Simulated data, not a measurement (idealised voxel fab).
This section sets out a process module, namely voxel wiring stack.
For reference, the cross-section in this document is cut, with width 235 nm and square cells of 5 nm.
In this document a cross-section is written as a grid of square cells. It is given as a series of bands, listed from the top down, and a band is one or more rows of cells. The entry gives the band's vertical extent as a top height and a bottom height in nm, then its horizontal make-up as materials from left to right, each with a width in nm. "blank" stands for empty space; a single material marked "throughout" fills the band edge to edge. The reference from which all heights are counted is 0, the level beneath which the as-received wafer is entirely one material; the lowest band, having no lower bound, proceeds downward and is written after the example "z 0 and below". A width such as "30 to 40" changes by the same amount from each row of cells to the next, from the band's top row to its bottom row. It should be understood that the words "no modifications", when stated for a given step, signify that the cross-section underwent no change in any of its cells during that step. If an empty space has no open way to the top and is at least 8 cells in size, "Enclosed void listing" lists it, written width x height at distance, where distance is measured from the left edge and every value is in nm. Note: text after step settings on the step line = simulator remark on that step. Regarding "overlay nm": on a step with a mask, it is the distance the mask lay to the right of its planned place; a negative value places it to the left.

INTENDED PROCESS STEPS
- 1: RECEIVE [material Si]
- 2: CONFORMAL_DEP [material SiO2] [thk nm 10]
- 3: DIRECTIONAL_DEP [material TiN] [thk nm 5]
- 4: DIRECTIONAL_DEP [material W] [thk nm 20]
- 5: PATTERN [tone cover] [mask id METAL_1] [material resist] [width nm 30] [pitch nm 45] [thk nm 20] [overlay nm 0]
- 6: DIRECTIONAL_ETCH [etch materials W] [depth nm 20]
- 7: DIRECTIONAL_ETCH [etch materials TiN] [depth nm 5]
- 8: STRIP [etch materials resist]
- 9: FILL_DEP [material lowk] [thk nm 5]
- 10: CMP [height nm 35]
- 11: CONFORMAL_DEP [material SiCN] [thk nm 5]
- 12: DIRECTIONAL_DEP [material SiO2] [thk nm 20]
- 13: DIRECTIONAL_DEP [material aC] [thk nm 15]
- 14: PATTERN [tone open] [mask id PLUG_1] [material resist] [width nm 15] [pitch nm 45] [thk nm 35] [overlay nm -15]
- 15: DIRECTIONAL_ETCH [etch materials aC] [depth nm 15]
- 16: STRIP [etch materials resist]
- 17: DIRECTIONAL_ETCH [etch materials SiO2] [depth nm 20]
- 18: DIRECTIONAL_ETCH [etch materials SiCN] [depth nm 5]
- 19: STRIP [etch materials aC]
- 20: CONFORMAL_DEP [material TiN] [thk nm 5]
- 21: FILL_DEP [material W] [thk nm 10]
- 22: CMP [height nm 60]
- 23: CONFORMAL_DEP [material SiCN] [thk nm 5]
- 24: DIRECTIONAL_DEP [material lowk] [thk nm 20]
- 25: PATTERN [tone open] [mask id METAL_2] [material resist] [width nm 30] [pitch nm 45] [thk nm 15] [overlay nm 0]
- 26: DIRECTIONAL_ETCH [etch materials lowk] [depth nm 20]
- 27: DIRECTIONAL_ETCH [etch materials SiCN] [depth nm 5]
- 28: STRIP [etch materials resist]
- 29: CONFORMAL_DEP [material TiN] [thk nm 5]
- 30: FILL_DEP [material Cu] [thk nm 5]
- 31: CMP [height nm 85]
- 32: CONFORMAL_DEP [material SiCN] [thk nm 5]
- 33: DIRECTIONAL_DEP [material SiO2] [thk nm 30]
- 34: PATTERN [tone open] [mask id METAL_3] [material resist] [width nm 30] [pitch nm 45] [thk nm 15] [overlay nm 0]
- 35: DIRECTIONAL_ETCH [etch materials SiO2] [depth nm 20]
- 36: STRIP [etch materials resist]
- 37: PATTERN [tone open] [mask id METAL_3_HOLES] [material resist] [width nm 15] [pitch nm 90] [thk nm 20] [overlay nm 0]
- 38: DIRECTIONAL_ETCH [etch materials SiO2] [depth nm 10]
- 39: DIRECTIONAL_ETCH [etch materials SiCN] [depth nm 5]
- 40: STRIP [etch materials resist]
- 41: CONFORMAL_DEP [material TiN] [thk nm 5]
- 42: FILL_DEP [material Cu] [thk nm 5]
- 43: CMP [height nm 120]
- 44: CONFORMAL_DEP [material SiCN] [thk nm 5]
- 45: DIRECTIONAL_DEP [material lowk] [thk nm 30]
- 46: PATTERN [tone open] [mask id METAL_4] [material resist] [width nm 30] [pitch nm 45] [thk nm 20] [overlay nm 0]
- 47: DIRECTIONAL_ETCH [etch materials lowk] [depth nm 15]
- 48: STRIP [etch materials resist]
- 49: MASKED_ETCH [tone open] [mask id METAL_4_HOLES] [width nm 15] [pitch nm 45] [etch materials lowk] [depth nm 15] [overlay nm 0]
- 50: MASKED_ETCH [tone open] [mask id METAL_4_HOLES] [width nm 15] [pitch nm 45] [etch materials SiCN] [depth nm 5] [overlay nm 0]
- 51: CONFORMAL_DEP [material TiN] [thk nm 5]
- 52: FILL_DEP [material Cu] [thk nm 10]
- 53: CMP [height nm 155]
- 54: CONFORMAL_DEP [material SiN] [thk nm 5]
Variable across wafers: step 14 overlay nm (plan value is that of the first wafer; starting state common to all).

CROSS-SECTION: THE FIRST OF SEVERAL WAFERS IN ITS AS-RECEIVED STATE, I.E. FOLLOWING STEP 1
    z 0 and below | Si throughout
    Enclosed void listing: none

WAFER ROWS, END OF MODULE: CELLS PER MATERIAL GAINED (+) OR LOST (-) SINCE RECEIPT; CLOSED VOIDS LAST
overlay nm -15 | +126 Cu | +146 SiCN | +47 SiN | +444 SiO2 | +195 TiN | +84 W | +462 lowk | Enclosed void listing: none
overlay nm -10 | +126 Cu | +146 SiCN | +47 SiN | +444 SiO2 | +195 TiN | +84 W | +462 lowk | Enclosed void listing: none
overlay nm -5 | +126 Cu | +146 SiCN | +47 SiN | +444 SiO2 | +195 TiN | +84 W | +462 lowk | Enclosed void listing: none
overlay nm 0 | +126 Cu | +146 SiCN | +47 SiN | +444 SiO2 | +195 TiN | +84 W | +462 lowk | Enclosed void listing: none
overlay nm 5 | +126 Cu | +146 SiCN | +47 SiN | +444 SiO2 | +195 TiN | +84 W | +462 lowk | Enclosed void listing: none
overlay nm 10 | +126 Cu | +146 SiCN | +47 SiN | +444 SiO2 | +195 TiN | +84 W | +462 lowk | Enclosed void listing: none
overlay nm 15 | +126 Cu | +146 SiCN | +47 SiN | +444 SiO2 | +195 TiN | +84 W | +462 lowk | Enclosed void listing: none
